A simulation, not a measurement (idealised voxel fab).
process module | voxel transistor to metal
cross-section cut | 205 nm wide | cells 5 nm
A cross-section is a grid of square cells, given in bands from the top down. A band is one or more rows of cells.
Each band's line starts with the height of the band's top and of its bottom, in nm. Then come its materials from left to right, each with its width in nm. One material with "throughout" fills the band from edge to edge. "air" is empty space.
Height 0 is the level under which the wafer as received is all one material. The lowest band goes on downwards, as in "0 down".
A width such as "30 to 40" changes by the same amount from each row of cells to the next, from the band's top row to its bottom row.
"no change" after a step means that no cell of the cross-section changed.
closed voids: empty space of 8 cells or more with no open way to the top, each as width x height at its distance from the left edge, in nm
after a step's settings: what the simulator itself notes on the step
overlay nm, on a step with a mask: how far to the right of its planned place the mask lay; to the left if negative
plan
1 op RECEIVE | material Si
2 op CONFORMAL_DEP | material SiO2 | thk nm 5
3 op CONFORMAL_DEP | material SiN | thk nm 15
4 op PATTERN | tone cover | mask id ACTIVE | material resist | width nm 105 | thk nm 20 | overlay nm 0
5 op DIRECTIONAL_ETCH | etch materials SiN | depth nm 15
6 op DIRECTIONAL_ETCH | etch materials SiO2 | depth nm 5
7 op DIRECTIONAL_ETCH | etch materials Si | depth nm 20
8 op STRIP | etch materials resist
9 op FILL_DEP | material SiO2 | thk nm 15
10 op CMP | height nm 20
11 op SELECTIVE_ETCH | etch materials SiO2 | depth nm 10
12 op STRIP | etch materials SiN
13 op SELECTIVE_ETCH | etch materials SiO2 | depth nm 5
14 op OXIDIZE | depth nm 5
15 op DIRECTIONAL_DEP | material polySi | thk nm 20
16 op DIRECTIONAL_DEP | material SiCN | thk nm 15
17 op PATTERN | tone cover | mask id GATE | material resist | width nm 25 | thk nm 20 | overlay nm 0
18 op DIRECTIONAL_ETCH | etch materials SiCN | depth nm 25
19 op DIRECTIONAL_ETCH | etch materials polySi | depth nm 30
20 op STRIP | etch materials resist
21 op CONFORMAL_DEP | material SiN | thk nm 10
22 op DIRECTIONAL_ETCH | etch materials SiN | depth nm 10
23 op DIRECTIONAL_ETCH | etch materials SiO2 | depth nm 5
24 op DIRECTIONAL_ETCH | etch materials Si | depth nm 15
25 op EPI | material SiGe | thk nm 15
26 op FILL_DEP | material SiO2 | thk nm 5
27 op CMP | height nm 35
28 op DIRECTIONAL_DEP | material SiO2 | thk nm 15
29 op MASKED_ETCH | tone open | mask id CONTACT | width nm 15 | pitch nm 80 | etch materials SiO2 | depth nm 40 | overlay nm 0
30 op CONFORMAL_DEP | material TiN | thk nm 5
31 op FILL_DEP | material Ru | thk nm 5
32 op CMP | height nm 50
33 op CONFORMAL_DEP | material SiN | thk nm 5
34 op DIRECTIONAL_DEP | material lowk | thk nm 15
35 op DIRECTIONAL_DEP | material aC | thk nm 10
36 op PATTERN | tone open | mask id METAL_1 | material resist | width nm 15 | pitch nm 80 | thk nm 30 | overlay nm 0
37 op DIRECTIONAL_ETCH | etch materials aC | depth nm 10
38 op STRIP | etch materials resist
39 op DIRECTIONAL_ETCH | etch materials lowk | depth nm 15
40 op DIRECTIONAL_ETCH | etch materials SiN | depth nm 5
41 op STRIP | etch materials aC
42 op CONFORMAL_DEP | material TiN | thk nm 5
43 op FILL_DEP | material Cu | thk nm 10
44 op CMP | height nm 70
45 op CONFORMAL_DEP | material SiCN | thk nm 5
46 op DIRECTIONAL_DEP | material lowk | thk nm 30
47 op DIRECTIONAL_DEP | material aC | thk nm 15
48 op PATTERN | tone open | mask id METAL_2 | material resist | width nm 15 | pitch nm 80 | thk nm 30 | overlay nm 0
49 op DIRECTIONAL_ETCH | etch materials aC | depth nm 15
50 op STRIP | etch materials resist
51 op DIRECTIONAL_ETCH | etch materials lowk | depth nm 20
52 op STRIP | etch materials aC
53 op MASKED_ETCH | tone open | mask id METAL_2_HOLES | width nm 15 | pitch nm 80 | etch materials lowk | depth nm 10 | overlay nm 0
54 op MASKED_ETCH | tone open | mask id METAL_2_HOLES | width nm 15 | pitch nm 80 | etch materials SiCN | depth nm 5 | overlay nm 0
55 op CONFORMAL_DEP | material TiN | thk nm 5
56 op FILL_DEP | material Cu | thk nm 10
57 op CMP | height nm 105
58 op CONFORMAL_DEP | material SiN | thk nm 5
as received, after step 1
  0 down: Si throughout
  closed voids: none
first wafer at the end, as planned
  110 to 105: SiN throughout
  105 to 75: lowk 55 | TiN 5 | Cu 5 | TiN 5 | lowk 65 | TiN 5 | Cu 5 | TiN 5 | lowk 55
  75 to 70: SiCN 55 | TiN 15 | SiCN 65 | TiN 15 | SiCN 55
  70 to 55: lowk 55 | TiN 5 | Cu 5 | TiN 5 | lowk 65 | TiN 5 | Cu 5 | TiN 5 | lowk 55
  55 to 50: SiN 55 | TiN 15 | SiN 65 | TiN 15 | SiN 55
  50 to 35: SiO2 55 | TiN 5 | Ru 5 | TiN 5 | SiO2 65 | TiN 5 | Ru 5 | TiN 5 | SiO2 55
  35 to 20: SiO2 55 | TiN 5 | Ru 5 | TiN 5 | SiO2 10 | SiN 10 | SiCN 25 | SiN 10 | SiO2 10 | TiN 5 | Ru 5 | TiN 5 | SiO2 55
  20 to 15: SiO2 55 | TiN 5 | Ru 5 | TiN 5 | SiO2 10 | SiN 10 | polySi 25 | SiN 10 | SiO2 10 | TiN 5 | Ru 5 | TiN 5 | SiO2 55
  15 to 10: SiO2 55 | TiN 15 | SiO2 10 | SiN 10 | polySi 25 | SiN 10 | SiO2 10 | TiN 15 | SiO2 55
  10 to 5: SiO2 50 | SiGe 30 | SiN 10 | polySi 25 | SiN 10 | SiGe 30 | SiO2 50
  5 to 0: SiO2 45 | SiN 10 | SiGe 25 | SiN 10 | polySi 25 | SiN 10 | SiGe 25 | SiN 10 | SiO2 45
  0 to -5: SiO2 55 | SiGe 25 | SiO2 45 | SiGe 25 | SiO2 55
  -5 to -20: SiO2 50 | Si 5 | SiGe 25 | Si 45 | SiGe 25 | Si 5 | SiO2 50
  -20 down: Si throughout
  closed voids: none
second wafer at the end: like start, like plan, one mistake
  110 to 105: SiN throughout
  105 to 75: lowk 55 | TiN 5 | Cu 5 | TiN 5 | lowk 65 | TiN 5 | Cu 5 | TiN 5 | lowk 55
  75 to 70: SiCN 55 | TiN 15 | SiCN 65 | TiN 15 | SiCN 55
  70 to 55: lowk 55 | TiN 5 | Cu 5 | TiN 5 | lowk 65 | TiN 5 | Cu 5 | TiN 5 | lowk 55
  55 to 50: SiN 55 | TiN 15 | SiN 65 | TiN 15 | SiN 55
  50 to 35: SiO2 55 | TiN 5 | Ru 5 | TiN 5 | SiO2 65 | TiN 5 | Ru 5 | TiN 5 | SiO2 55
  35 to 20: SiO2 55 | TiN 5 | Ru 5 | TiN 5 | SiO2 10 | SiN 10 | SiCN 25 | SiN 10 | SiO2 10 | TiN 5 | Ru 5 | TiN 5 | SiO2 55
  20 to 15: SiO2 55 | TiN 5 | Ru 5 | TiN 5 | SiO2 10 | SiN 10 | polySi 25 | SiN 10 | SiO2 10 | TiN 5 | Ru 5 | TiN 5 | SiO2 55
  15 to 10: SiO2 55 | TiN 15 | SiO2 10 | SiN 10 | polySi 25 | SiN 10 | SiO2 10 | TiN 15 | SiO2 55
  10 to 5: SiO2 65 | SiGe 15 | SiN 10 | polySi 25 | SiN 10 | SiGe 15 | SiO2 65
  5 to 0: SiO2 45 | SiN 10 | SiGe 25 | SiN 10 | polySi 25 | SiN 10 | SiGe 25 | SiN 10 | SiO2 45
  0 to -5: SiO2 45 | SiN 5 | SiO2 5 | SiGe 25 | SiO2 45 | SiGe 25 | SiO2 5 | SiN 5 | SiO2 45
  -5 to -10: SiO2 55 | SiGe 25 | Si 45 | SiGe 25 | SiO2 55
  -10 to -20: SiO2 50 | Si 5 | SiGe 25 | Si 45 | SiGe 25 | Si 5 | SiO2 50
  -20 down: Si throughout
  closed voids: none
what went wrong: step 2 was left out
at the end the second wafer has, in cells: 2 fewer of Si | 6 fewer of SiGe | 2 more of SiN | 6 more of SiO2
